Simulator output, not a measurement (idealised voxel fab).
Process module under the name voxel self aligned contacts
The cross-section shown here is cut; it is 285 nm wide and divided into square cells measuring 5 nm on a side.
When this document writes out a cross-section, it uses a grid of square cells and lists it as bands, beginning at the top and moving down, with a band standing for one or more rows of cells. Band: top and bottom heights (nm) first, top before bottom; then materials from left to right, widths in nm. "edge to edge" marks a sole material filling the band edge to edge. "empty" denotes empty space. Ref level 0: as-received wafer is one material below here. Bottom band extends down with no lower bound ("z 0 and below"). Width spec "30 to 40" -> top row of cells at first value, bottom row at second value, equal per-row change in between. You'll sometimes find "no change occurred" written for a step, and that's the way of saying that nowhere in the cross-section did a cell change during that step. For the entry "Entrapped void list", the listed items are empty spaces with no open way to the top whose size is 8 cells or more; each item follows the pattern width x height at distance, where distance is from the left edge and all three are in nm. Text after the settings on a step's line: the simulator's own remark on that step. A step line may carry the setting "overlay nm", which, for steps involving a mask, states the distance by which the mask lay to the right of its intended position; negative values denote displacement to the left.
The following list gives the planned process steps:
1: RECEIVE,material Si
2: OXIDIZE,depth nm 5
3: DIRECTIONAL_DEP,material polySi,thk nm 30
4: DIRECTIONAL_DEP,material SiN,thk nm 20
5: DIRECTIONAL_DEP,material aC,thk nm 15
6: PATTERN,tone cover,mask id GATE,material resist,width nm 25,pitch nm 60,thk nm 30,overlay nm 0
7: DIRECTIONAL_ETCH,etch materials aC,depth nm 15
8: STRIP,etch materials resist
9: DIRECTIONAL_ETCH,etch materials SiN,depth nm 20
10: DIRECTIONAL_ETCH,etch materials polySi,depth nm 30
11: STRIP,etch materials aC
12: CONFORMAL_DEP,material SiN,thk nm 10
13: DIRECTIONAL_ETCH,etch materials SiN,depth nm 10
14: FILL_DEP,material SiO2,thk nm 15
15: CMP,height nm 55
16: MASKED_ETCH,tone open,mask id CONTACT,width nm 45,pitch nm 60,etch materials SiO2,depth nm 60,overlay nm 0
17: CONFORMAL_DEP,material TiN,thk nm 5
18: FILL_DEP,material Ru,thk nm 10
19: CMP,height nm 55
20: CONFORMAL_DEP,material SiN,thk nm 5
As-received state of the wafer in cross-section, equivalent to post-step 1:
    z 0 and below: Si edge to edge
    Entrapped void list: none
Cross-sectional result after module completion. Note: starting condition and plan are unchanged from above; one processing mistake was made:
    z 60 to 55: SiN edge to edge
    z 55 to 50: 90 of SiO2; 20 of SiN; 5 of Ru; 20 of SiN; 15 of SiO2; 20 of SiN; 5 of Ru; 20 of SiN; 90 of SiO2
    z 50 to 30: 60 of SiO2; 50 of SiN; 5 of Ru; 55 of SiN; 5 of Ru; 50 of SiN; 60 of SiO2
    z 30 to 0: 60 of SiO2; 10 of SiN; 25 of polySi; 15 of SiN; 5 of Ru; 15 of SiN; 25 of polySi; 15 of SiN; 5 of Ru; 15 of SiN; 25 of polySi; 10 of SiN; 60 of SiO2
    z 0 to -5: 105 of SiO2; 15 of SiN; 45 of SiO2; 15 of SiN; 105 of SiO2
    z -5 and below: Si edge to edge
    Entrapped void list: none
Finding, execution versus plan: step 17 was not run as planned; what actually ran was CONFORMAL_DEP,material SiN,thk nm 5
